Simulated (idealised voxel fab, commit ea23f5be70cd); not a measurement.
Process module under the name voxel ribs on slabs
Cross-sectional view cut (width: 260 nm; square cell size: 5 nm).
Bands, listed from the top down, are how a cross-section gets written in this document; the cross-section itself is a grid of square cells, and a band is one or more rows of them. The entry gives the band's vertical extent as a top height and a bottom height in nm, then its horizontal make-up as materials from left to right, each with a width in nm. "empty" stands for empty space; a single material marked "all across" fills the band edge to edge. Height is counted from the level 0, under which the received wafer is composed throughout of one material. The lowest of the bands is not closed at the bottom but continues downward, in the notation "z 0 and below". The expression "30 to 40" gives the width at the extremes of the band, the first number at its top row of cells and the second at its bottom row, with the width changing by equal amounts from each row to the next in between. It should be understood that the words "all unchanged", when stated for a given step, signify that the cross-section underwent no change in any of its cells during that step. Closed cavity list: empty space of 8 cells or more with no open way to the top, each as width x height at its distance from the left edge, in nm. Note: text after step settings on the step line = simulator remark on that step. Among the settings permitted on a step's line is "overlay nm"; applied to a step with a mask, it specifies the extent to which the mask lay to the right of its planned position, whereas a negative figure signifies a position to the left.

The following list gives the planned process steps
| 1 | RECEIVE with material Si |
| 2 | DIRECTIONAL_DEP with material SiO2, thk nm 20 |
| 3 | DIRECTIONAL_DEP with material SiN, thk nm 15 |
| 4 | PATTERN with tone cover, mask id RIB, material resist, width nm 15, thk nm 15, overlay nm 0 |
| 5 | DIRECTIONAL_ETCH with etch materials SiN, depth nm 5 |
| 6 | STRIP with etch materials resist |
| 7 | DIRECTIONAL_DEP with material aC, thk nm 10 |
| 8 | PATTERN with tone cover, mask id SLAB, material resist, width nm 65, thk nm 30, overlay nm 0 |
| 9 | DIRECTIONAL_ETCH with etch materials aC, depth nm 10 |
| 10 | STRIP with etch materials resist |
| 11 | DIRECTIONAL_ETCH with etch materials SiN, depth nm 10 |
| 12 | STRIP with etch materials aC |
| 13 | FILL_DEP with material SiO2, thk nm 15 |
| 14 | CMP with height nm 45 |
| 15 | DIRECTIONAL_DEP with material TiN, thk nm 5 |
| 16 | DIRECTIONAL_DEP with material aC, thk nm 10 |
| 17 | PATTERN with tone cover, mask id HEATER, material resist, width nm 25, thk nm 25, overlay nm 0 |
| 18 | DIRECTIONAL_ETCH with etch materials aC, depth nm 10 |
| 19 | STRIP with etch materials resist |
| 20 | DIRECTIONAL_ETCH with etch materials TiN, depth nm 5 |
| 21 | STRIP with etch materials aC |
| 22 | CONFORMAL_DEP with material SiO2, thk nm 10 |

As-received wafer cross-section (after step 1)
> z 0 and below | Si all across
> Closed cavity list: none

Starting wafer: above. Plan: above. Run: one mistake. Cross-section after the module: below
> z 60 to 55 | empty 110 nm; SiO2 35 nm; empty 115 nm
> z 55 to 50 | SiO2 all across
> z 50 to 45 | SiO2 120 nm; TiN 15 nm; SiO2 125 nm
> z 45 to 35 | SiO2 all across
> z 35 to 30 | SiO2 120 nm; SiN 15 nm; SiO2 125 nm
> z 30 to 20 | SiO2 95 nm; SiN 65 nm; SiO2 100 nm
> z 20 to 0 | SiO2 all across
> z 0 and below | Si all across
> Closed cavity list: none
In executing the process, a mistake was made relative to the plan: not per plan at step 17, really ran PATTERN with tone cover, mask id HEATER, material resist, width nm 15, thk nm 25, overlay nm 0
